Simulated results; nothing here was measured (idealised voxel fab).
This section sets out a process module, namely voxel spacer lines.
Cross-sectional view cut (width: 155 nm; square cell size: 5 nm).
A cross-section is a grid of square cells, given in bands from the top down. A band is one or more rows of cells.
Heights first: top, then bottom, in nm. Then materials, left to right, each with a width in nm. "edge to edge" on a single material: fills the band edge to edge. "empty": empty space.
Height 0 is the level under which the wafer as received is all one material. The lowest band goes on downwards, as in "z 0 and below".
Think of "30 to 40" as a width that walks from the first number to the second as you go down the band, top row to bottom row, taking equal-sized steps from row to row.
The cross-section has no changed cell in any step marked "everything unchanged".
Enclosed voids (no open way to top), threshold 8 cells or more, entry "Entrapped voids", notation width x height at distance, distance from left edge, nm.
Heads up: the bit after the settings on a step's line is the simulator's remark on that step.
The setting "overlay nm" may be written on the line of a step. When the step uses a mask, the value reports how far to the right of the planned place the mask lay, and a negative value reports that it lay to the left.

# The process steps that were planned are listed below
1) RECEIVE | material Si
2) CONFORMAL_DEP | material Al2O3 | thk nm 10
3) DIRECTIONAL_DEP | material SiN | thk nm 20
4) DIRECTIONAL_DEP | material aC | thk nm 25
5) PATTERN | tone cover | mask id MANDREL | material resist | width nm 20 | pitch nm 60 | thk nm 30 | overlay nm 0
6) DIRECTIONAL_ETCH | etch materials aC | depth nm 25
7) STRIP | etch materials resist
8) CONFORMAL_DEP | material SiO2 | thk nm 10
9) DIRECTIONAL_ETCH | etch materials SiO2 | depth nm 10
10) STRIP | etch materials aC
11) DIRECTIONAL_ETCH | etch materials SiN | depth nm 20
12) STRIP | etch materials SiO2

# Here's what the wafer looked like in cross-section when it arrived - that's after step 1
> z 0 and below  Si edge to edge
> Entrapped voids: none

# Figure: cross-sectional view of the wafer upon completion of the module, processed from the initial state and according to the plan depicted above, with one error introduced during execution
> z 30 to 10  25 nm empty | 10 nm SiN | 25 nm empty | 10 nm SiN | 15 nm empty | 10 nm SiN | 25 nm empty | 10 nm SiN | 25 nm empty
> z 10 to 0  Al2O3 edge to edge
> z 0 and below  Si edge to edge
> Entrapped voids: none
Which mistake was made when the wafer was run? rather than as planned, step 5 actually ran as PATTERN | tone cover | mask id MANDREL | material resist | width nm 25 | pitch nm 60 | thk nm 30 | overlay nm 0
